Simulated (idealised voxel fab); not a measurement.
process module | voxel capacitor over wiring
cross-section cut | 265 nm wide | cells 5 nm
A cross-section is a grid of square cells, given in bands from the top down. A band is one or more rows of cells.
Each band's line starts with the height of the band's top and of its bottom, in nm. Then come its materials from left to right, each with its width in nm. One material with "throughout" fills the band from edge to edge. "air" is empty space.
Height 0 is the level under which the wafer as received is all one material. The lowest band goes on downwards, as in "0 down".
A width such as "30 to 40" changes by the same amount from each row of cells to the next, from the band's top row to its bottom row.
"no change" after a step means that no cell of the cross-section changed.
closed voids: empty space of 8 cells or more with no open way to the top, each as width x height at its distance from the left edge, in nm
after a step's settings: what the simulator itself notes on the step
overlay nm, on a step with a mask: how far to the right of its planned place the mask lay; to the left if negative
plan
1 op RECEIVE | material Si
2 op CONFORMAL_DEP | material SiO2 | thk nm 10
3 op DIRECTIONAL_DEP | material TiN | thk nm 5
4 op DIRECTIONAL_DEP | material Ru | thk nm 15
5 op PATTERN | tone cover | mask id METAL_1 | material resist | width nm 30 | pitch nm 100 | thk nm 15 | overlay nm 0
6 op DIRECTIONAL_ETCH | etch materials Ru | depth nm 15
7 op DIRECTIONAL_ETCH | etch materials TiN | depth nm 5
8 op STRIP | etch materials resist
9 op FILL_DEP | material SiO2 | thk nm 10
10 op CMP | height nm 30
11 op CONFORMAL_DEP | material SiCN | thk nm 5
12 op DIRECTIONAL_DEP | material SiO2 | thk nm 20
13 op PATTERN | tone open | mask id PLUG_1 | material resist | width nm 15 | thk nm 20 | overlay nm 0
14 op DIRECTIONAL_ETCH | etch materials SiO2 | depth nm 20
15 op DIRECTIONAL_ETCH | etch materials SiCN | depth nm 5
16 op STRIP | etch materials resist
17 op CONFORMAL_DEP | material TiN | thk nm 5
18 op FILL_DEP | material W | thk nm 5
19 op CMP | height nm 55
20 op DIRECTIONAL_DEP | material TiN | thk nm 10
21 op DIRECTIONAL_DEP | material SiN | thk nm 5
22 op DIRECTIONAL_DEP | material TiN | thk nm 5
23 op DIRECTIONAL_DEP | material aC | thk nm 10
24 op PATTERN | tone cover | mask id UPPER_PLATE | material resist | width nm 75 | thk nm 30 | overlay nm 0
25 op DIRECTIONAL_ETCH | etch materials aC | depth nm 10
26 op STRIP | etch materials resist
27 op DIRECTIONAL_ETCH | etch materials TiN | depth nm 5
28 op DIRECTIONAL_ETCH | etch materials SiN | depth nm 5
29 op STRIP | etch materials aC
30 op DIRECTIONAL_DEP | material aC | thk nm 15
31 op PATTERN | tone cover | mask id LOWER_PLATE | material resist | width nm 85 | thk nm 30 | overlay nm 0
32 op DIRECTIONAL_ETCH | etch materials aC | depth nm 15
33 op STRIP | etch materials resist
34 op DIRECTIONAL_ETCH | etch materials TiN | depth nm 10
35 op STRIP | etch materials aC
36 op FILL_DEP | material SiO2 | thk nm 15
37 op CMP | height nm 85
38 op DIRECTIONAL_DEP | material aC | thk nm 15
39 op PATTERN | tone open | mask id PLUG_2 | material resist | width nm 15 | thk nm 30 | overlay nm 0
40 op DIRECTIONAL_ETCH | etch materials aC | depth nm 15
41 op STRIP | etch materials resist
42 op DIRECTIONAL_ETCH | etch materials SiO2 | depth nm 10
43 op STRIP | etch materials aC
44 op CONFORMAL_DEP | material TiN | thk nm 5
45 op FILL_DEP | material Cu | thk nm 5
46 op CMP | height nm 85
47 op CONFORMAL_DEP | material SiN | thk nm 5
first wafer, as planned
as received, after step 1
  0 down: Si throughout
  closed voids: none
after step 2
  10 to 0: SiO2 throughout
  below 0: unchanged
after step 3
  15 to 10: TiN throughout
  below 10: unchanged
after step 4
  30 to 15: Ru throughout
  below 15: unchanged
after step 5
  45 to 30: air 65 | resist 30 | air 70 | resist 30 | air 70
  below 30: unchanged
after step 6
  45 to 30: air 65 | resist 30 | air 70 | resist 30 | air 70
  30 to 15: air 65 | Ru 30 | air 70 | Ru 30 | air 70
  below 15: unchanged
after step 7
  45 to 30: air 65 | resist 30 | air 70 | resist 30 | air 70
  30 to 15: air 65 | Ru 30 | air 70 | Ru 30 | air 70
  15 to 10: air 65 | TiN 30 | air 70 | TiN 30 | air 70
  below 10: unchanged
after step 8
  30 to 15: air 65 | Ru 30 | air 70 | Ru 30 | air 70
  below 15: unchanged
after step 9
  40 to 30: SiO2 throughout
  30 to 15: SiO2 65 | Ru 30 | SiO2 70 | Ru 30 | SiO2 70
  15 to 10: SiO2 65 | TiN 30 | SiO2 70 | TiN 30 | SiO2 70
  below 10: unchanged
after step 10
  30 to 15: SiO2 65 | Ru 30 | SiO2 70 | Ru 30 | SiO2 70
  below 15: unchanged
after step 11
  35 to 30: SiCN throughout
  below 30: unchanged
after step 12
  55 to 35: SiO2 throughout
  below 35: unchanged
after step 13
  75 to 55: resist 80 | air 15 | resist 170
  below 55: unchanged
after step 14
  75 to 55: resist 80 | air 15 | resist 170
  55 to 35: SiO2 80 | air 15 | SiO2 170
  below 35: unchanged
after step 15
  75 to 55: resist 80 | air 15 | resist 170
  55 to 35: SiO2 80 | air 15 | SiO2 170
  35 to 30: SiCN 80 | air 15 | SiCN 170
  below 30: unchanged
after step 16
  55 to 35: SiO2 80 | air 15 | SiO2 170
  below 35: unchanged
after step 17
  60 to 55: TiN 85 | air 5 | TiN 175
  55 to 35: SiO2 80 | TiN 5 | air 5 | TiN 5 | SiO2 170
  35 to 30: SiCN 80 | TiN 15 | SiCN 170
  below 30: unchanged
after step 18
  65 to 60: W throughout
  60 to 55: TiN 85 | W 5 | TiN 175
  55 to 35: SiO2 80 | TiN 5 | W 5 | TiN 5 | SiO2 170
  below 35: unchanged
after step 19
  55 to 35: SiO2 80 | TiN 5 | W 5 | TiN 5 | SiO2 170
  below 35: unchanged
after step 20
  65 to 55: TiN throughout
  below 55: unchanged
after step 21
  70 to 65: SiN throughout
  below 65: unchanged
after step 22
  75 to 70: TiN throughout
  below 70: unchanged
after step 23
  85 to 75: aC throughout
  below 75: unchanged
after step 24
  115 to 85: air 80 | resist 75 | air 110
  below 85: unchanged
after step 25
  105 to 85: air 80 | resist 75 | air 110
  85 to 75: air 80 | aC 75 | air 110
  below 75: unchanged
after step 26
  85 to 75: air 80 | aC 75 | air 110
  below 75: unchanged
after step 27
  85 to 75: air 80 | aC 75 | air 110
  75 to 70: air 80 | TiN 75 | air 110
  below 70: unchanged
after step 28
  85 to 75: air 80 | aC 75 | air 110
  75 to 70: air 80 | TiN 75 | air 110
  70 to 65: air 80 | SiN 75 | air 110
  below 65: unchanged
after step 29
  75 to 70: air 80 | TiN 75 | air 110
  below 70: unchanged
after step 30
  90 to 80: air 80 | aC 75 | air 110
  80 to 75: aC throughout
  75 to 70: aC 80 | TiN 75 | aC 110
  70 to 65: aC 80 | SiN 75 | aC 110
  below 65: unchanged
after step 31
  120 to 90: air 75 | resist 85 | air 105
  90 to 80: air 75 | resist 5 | aC 75 | resist 5 | air 105
  below 80: unchanged
after step 32
  105 to 90: air 75 | resist 85 | air 105
  90 to 80: air 75 | resist 5 | aC 75 | resist 5 | air 105
  80 to 75: air 75 | aC 85 | air 105
  75 to 70: air 75 | aC 5 | TiN 75 | aC 5 | air 105
  70 to 65: air 75 | aC 5 | SiN 75 | aC 5 | air 105
  below 65: unchanged
after step 33
  90 to 80: air 80 | aC 75 | air 110
  below 80: unchanged
after step 34
  90 to 80: air 80 | aC 75 | air 110
  80 to 75: air 75 | aC 85 | air 105
  75 to 70: air 75 | aC 5 | TiN 75 | aC 5 | air 105
  70 to 65: air 75 | aC 5 | SiN 75 | aC 5 | air 105
  65 to 55: air 75 | TiN 85 | air 105
  below 55: unchanged
after step 35
  75 to 70: air 80 | TiN 75 | air 110
  70 to 65: air 80 | SiN 75 | air 110
  below 65: unchanged
after step 36
  90 to 75: SiO2 throughout
  75 to 70: SiO2 80 | TiN 75 | SiO2 110
  70 to 65: SiO2 80 | SiN 75 | SiO2 110
  65 to 55: SiO2 75 | TiN 85 | SiO2 105
  below 55: unchanged
after step 37
  85 to 75: SiO2 throughout
  below 75: unchanged
after step 38
  100 to 85: aC throughout
  below 85: unchanged
after step 39
  130 to 100: resist 90 | air 15 | resist 160
  below 100: unchanged
after step 40
  115 to 100: resist 90 | air 15 | resist 160
  100 to 85: aC 90 | air 15 | aC 160
  below 85: unchanged
after step 41
  100 to 85: aC 90 | air 15 | aC 160
  below 85: unchanged
after step 42
  100 to 85: aC 90 | air 15 | aC 160
  85 to 75: SiO2 90 | air 15 | SiO2 160
  below 75: unchanged
after step 43
  85 to 75: SiO2 90 | air 15 | SiO2 160
  below 75: unchanged
after step 44
  90 to 85: TiN 95 | air 5 | TiN 165
  85 to 80: SiO2 90 | TiN 5 | air 5 | TiN 5 | SiO2 160
  80 to 70: SiO2 90 to 80 | TiN 15 to 75 | SiO2 160 to 110
  below 70: unchanged
after step 45
  95 to 90: Cu throughout
  90 to 85: TiN 95 | Cu 5 | TiN 165
  85 to 80: SiO2 90 | TiN 5 | Cu 5 | TiN 5 | SiO2 160
  below 80: unchanged
after step 46
  85 to 80: SiO2 90 | TiN 5 | Cu 5 | TiN 5 | SiO2 160
  below 80: unchanged
after step 47
  90 to 85: SiN throughout
  below 85: unchanged
second wafer: like start, like plan, one mistake. Through step 38 it matches the first wafer
when step 39 should have ended
  130 to 100: resist 80 | air 15 | resist 170
  below 100: unchanged
when step 40 should have ended
  115 to 100: resist 80 | air 15 | resist 170
  100 to 85: aC 80 | air 15 | aC 170
  below 85: unchanged
when step 41 should have ended
  100 to 85: aC 80 | air 15 | aC 170
  below 85: unchanged
when step 42 should have ended
  100 to 85: aC 80 | air 15 | aC 170
  85 to 75: SiO2 80 | air 15 | SiO2 170
  below 75: unchanged
when step 43 should have ended
  85 to 75: SiO2 80 | air 15 | SiO2 170
  below 75: unchanged
when step 44 should have ended
  90 to 85: TiN 85 | air 5 | TiN 175
  85 to 80: SiO2 80 | TiN 5 | air 5 | TiN 5 | SiO2 170
  80 to 70: SiO2 80 | TiN 15 to 75 | SiO2 170 to 110
  below 70: unchanged
when step 45 should have ended
  95 to 90: Cu throughout
  90 to 85: TiN 85 | Cu 5 | TiN 175
  85 to 80: SiO2 80 | TiN 5 | Cu 5 | TiN 5 | SiO2 170
  below 80: unchanged
when step 46 should have ended
  85 to 80: SiO2 80 | TiN 5 | Cu 5 | TiN 5 | SiO2 170
  below 80: unchanged
when step 47 should have ended
  90 to 85: SiN throughout
  below 85: unchanged
what went wrong: step 39 ran as: op PATTERN | tone open | mask id PLUG_2 | material resist | width nm 15 | thk nm 30 | overlay nm -10
at the end the second wafer has, in cells: as many of each material as the first, in other places
